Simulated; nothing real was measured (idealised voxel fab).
The following process module bears the name voxel wiring stack.
Section shown: cut. Width: 240 nm. Cell size: 5 nm, square.
For the purposes of this document, a cross-section shall be understood as a grid of square cells, specified as bands listed in top-to-bottom order, each band consisting of one or more rows of cells. Top height, bottom height, nm. Materials left to right, width each, nm. Single material + "all across" = fills band edge to edge. "blank" = empty. Height reference: 0 = level under which incoming wafer is all one material. Lowest band: no bottom, runs on downward, e.g. "z 0 and below". Quick explanation for "30..40": the width changes in equal steps down the rows of cells, from the first number in the band's top row to the second number in its bottom row. Take "changes: none" at face value: in the step it is given for, the cross-section changed in none of its cells. The label "Unvented voids" introduces a list of the empty spaces, 8 cells or larger, that have no open way up to the top; each entry in it reads width x height at distance, where the distance is taken from the left edge and all three are stated in nm. after a step's settings: what the simulator itself notes on the step. "overlay nm", when on a step's line for a step with a mask, measures how far to the right of its planned place the mask lay; a negative measure means to the left.

The following list gives the planned process steps
1: RECEIVE: material Si
2: CONFORMAL_DEP: material SiO2, thk nm 15
3: CONFORMAL_DEP: material SiCN, thk nm 5
4: DIRECTIONAL_DEP: material lowk, thk nm 20
5: PATTERN: tone open, mask id METAL_1, material resist, width nm 20, pitch nm 45, thk nm 15, overlay nm -15
6: DIRECTIONAL_ETCH: etch materials lowk, depth nm 20
7: DIRECTIONAL_ETCH: etch materials SiCN, depth nm 5
8: STRIP: etch materials resist
9: CONFORMAL_DEP: material TiN, thk nm 5
10: FILL_DEP: material Cu, thk nm 10
11: CMP: height nm 40
12: EPI: material Ru, thk nm 5
13: FILL_DEP: material SiCN, thk nm 5
14: DIRECTIONAL_DEP: material SiO2, thk nm 25
15: MASKED_ETCH: tone open, mask id METAL_2, width nm 20, pitch nm 45, etch materials SiO2, depth nm 15, overlay nm 0
16: PATTERN: tone open, mask id METAL_2_HOLES, material resist, width nm 15, pitch nm 45, thk nm 20, overlay nm 0
17: DIRECTIONAL_ETCH: etch materials SiO2, depth nm 10
18: DIRECTIONAL_ETCH: etch materials SiCN, depth nm 5
19: STRIP: etch materials resist
20: CONFORMAL_DEP: material TiN, thk nm 5
21: FILL_DEP: material Cu, thk nm 10
22: CMP: height nm 75
23: CONFORMAL_DEP: material SiCN, thk nm 5
24: DIRECTIONAL_DEP: material SiO2, thk nm 30
25: PATTERN: tone open, mask id METAL_3, material resist, width nm 20, pitch nm 45, thk nm 20, overlay nm 0
26: DIRECTIONAL_ETCH: etch materials SiO2, depth nm 20
27: STRIP: etch materials resist
28: MASKED_ETCH: tone open, mask id METAL_3_HOLES, width nm 15, pitch nm 45, etch materials SiO2, depth nm 10, overlay nm 0
29: MASKED_ETCH: tone open, mask id METAL_3_HOLES, width nm 15, pitch nm 45, etch materials SiCN, depth nm 5, overlay nm 0
30: CONFORMAL_DEP: material TiN, thk nm 5
31: FILL_DEP: material Cu, thk nm 10
32: CMP: height nm 110
33: CONFORMAL_DEP: material SiCN, thk nm 5
varied across the wafers: overlay nm of step 5. The plan shows the first wafer's value. All wafers start alike

So this is the first of several wafers, cross-sectioned as it came to us, meaning it's at the end of step 1
z 0 and below | Si all across
Unvented voids: none

Take any row and you have a wafer at the end of the module: how many cells of each material it has gained (+) or lost (-) since it was received, and then its closed voids
overlay nm -15; +72 Cu; +18 Ru; +192 SiCN; +552 SiO2; +126 TiN; +144 lowk; Unvented voids: none
overlay nm -10; +72 Cu; +18 Ru; +192 SiCN; +552 SiO2; +126 TiN; +144 lowk; Unvented voids: none
overlay nm -5; +72 Cu; +18 Ru; +192 SiCN; +552 SiO2; +126 TiN; +144 lowk; Unvented voids: none
overlay nm 0; +72 Cu; +18 Ru; +192 SiCN; +552 SiO2; +126 TiN; +144 lowk; Unvented voids: none
overlay nm 5; +72 Cu; +18 Ru; +192 SiCN; +552 SiO2; +126 TiN; +144 lowk; Unvented voids: none
overlay nm 10; +72 Cu; +18 Ru; +192 SiCN; +552 SiO2; +126 TiN; +144 lowk; Unvented voids: none
overlay nm 15; +72 Cu; +18 Ru; +192 SiCN; +552 SiO2; +126 TiN; +144 lowk; Unvented voids: none
